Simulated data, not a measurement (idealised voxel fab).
Process module, titled voxel gate over fins
FYI the section here is cut, 255 nm wide, cells are 5 nm squares.
Notation: cross-section as square-cell grid; stated in bands, top first, going down; one or more cell rows per band.
This entry defines a band. It first specifies the height of the band's top and the height of its bottom in nm, and then specifies the band's materials from left to right, stating each material with its width in nm. The word "throughout" identifies a single material that fills the band from edge to edge, while the word "empty" identifies empty space.
Measure heights from 0. That's the level where, below it, the as-received wafer is all one material. The lowest band is bottomless and extends downward; write it as in "0..down".
You'd read "30..40" like this: the band's top row of cells is as wide as the first number, its bottom row is as wide as the second, and going down, every row changes width by the same amount as the row before did.
For the purposes of this document, the phrase "stayed the same" attached to a step denotes that no cell within the cross-section was modified by that step.
Empty spaces counting at least 8 cells and having no open way to the top are listed in "Entrapped void list". The notation width x height at distance is used for each, the distance being from the left edge and all three values in nm.
Past the settings on a step's line: simulator remark, on that step.
overlay nm: mask offset rightward from planned place, masked step; negative means leftward offset.
SO HERE'S THE LINEUP OF PROCESS STEPS WE PLANNED
1,RECEIVE with material Si
2,CONFORMAL_DEP with material SiN, thk nm 5
3,DIRECTIONAL_DEP with material aC, thk nm 15
4,PATTERN with tone cover, mask id FINS, material resist, width nm 15, pitch nm 35, thk nm 35, overlay nm 0
5,DIRECTIONAL_ETCH with etch materials aC, depth nm 15
6,STRIP with etch materials resist
7,DIRECTIONAL_ETCH with etch materials SiN, depth nm 5
8,DIRECTIONAL_ETCH with etch materials Si, depth nm 30
9,STRIP with etch materials aC
10,FILL_DEP with material SiO2, thk nm 15
11,CMP with height nm 5
12,SELECTIVE_ETCH with etch materials SiO2, depth nm 15
13,STRIP with etch materials SiN
14,CONFORMAL_DEP with material HfO2, thk nm 5
15,CONFORMAL_DEP with material TiN, thk nm 5
16,CONFORMAL_DEP with material TiAl, thk nm 5
17,CONFORMAL_DEP with material TiN, thk nm 5
18,FILL_DEP with material W, thk nm 15
19,CMP with height nm 30
20,CONFORMAL_DEP with material SiN, thk nm 10
CROSS-SECTIONAL VIEW OF THE WAFER IN ITS AS-RECEIVED CONDITION, CORRESPONDING TO THE STATE AFTER STEP 1
    0..down  Si throughout
    Entrapped void list: none
RUN AS PLANNED - FIRST OF THE TWO WAFERS CROSS-SECTIONED AT THE END OF THE MODULE
    40..30  SiN throughout
    30..20  W throughout
    20..15  W: 45, then TiN: 160, then W: 50
    15..10  W: 45, then TiN: 5, then TiAl: 150, then TiN: 5, then W: 50
    10..5  TiN: 50, then TiAl: 5, then TiN: 140, then TiAl: 5, then TiN: 55
    5..0  TiAl: 55, then TiN: 5, then HfO2: 25, then TiN: 10, then HfO2: 25, then TiN: 10, then HfO2: 25, then TiN: 10, then HfO2: 25, then TiN: 5, then TiAl: 60
    0..-5  TiN: 60, then HfO2: 5, then Si: 15, then HfO2: 5, then TiN: 10, then HfO2: 5, then Si: 15, then HfO2: 5, then TiN: 10, then HfO2: 5, then Si: 15, then HfO2: 5, then TiN: 10, then HfO2: 5, then Si: 15, then HfO2: 5, then TiN: 65
    -5..-10  HfO2: 65, then Si: 15, then HfO2: 20, then Si: 15, then HfO2: 20, then Si: 15, then HfO2: 20, then Si: 15, then HfO2: 70
    -10..-30  SiO2: 65, then Si: 15, then SiO2: 20, then Si: 15, then SiO2: 20, then Si: 15, then SiO2: 20, then Si: 15, then SiO2: 70
    -30..down  Si throughout
    Entrapped void list: none
SO THIS IS WAFER NUMBER TWO OF THE TWO, CUT AT THE END OF THE MODULE - IT STARTED WHERE THE FIRST DID AND HAD THE SAME PLAN, WE JUST GOT ONE THING WRONG RUNNING IT
    40..30  SiN throughout
    30..15  W throughout
    15..10  W: 50, then TiN: 150, then W: 55
    10..5  W: 50, then TiN: 5, then TiAl: 140, then TiN: 5, then W: 55
    5..0  TiN: 55, then TiAl: 5, then TiN: 25, then TiAl: 10, then TiN: 25, then TiAl: 10, then TiN: 25, then TiAl: 10, then TiN: 25, then TiAl: 5, then TiN: 60
    0..-5  TiAl: 60, then TiN: 5, then Si: 15, then TiN: 5, then TiAl: 10, then TiN: 5, then Si: 15, then TiN: 5, then TiAl: 10, then TiN: 5, then Si: 15, then TiN: 5, then TiAl: 10, then TiN: 5, then Si: 15, then TiN: 5, then TiAl: 65
    -5..-10  TiN: 65, then Si: 15, then TiN: 20, then Si: 15, then TiN: 20, then Si: 15, then TiN: 20, then Si: 15, then TiN: 70
    -10..-30  SiO2: 65, then Si: 15, then SiO2: 20, then Si: 15, then SiO2: 20, then Si: 15, then SiO2: 20, then Si: 15, then SiO2: 70
    -30..down  Si throughout
    Entrapped void list: none
What was done differently from what was planned? heads up, step 14 of the plan was skipped and never actually ran
Final tally in cells, some materials are higher or lower on the second wafer than on the first: -67 HfO2, +12 TiAl, +55 W
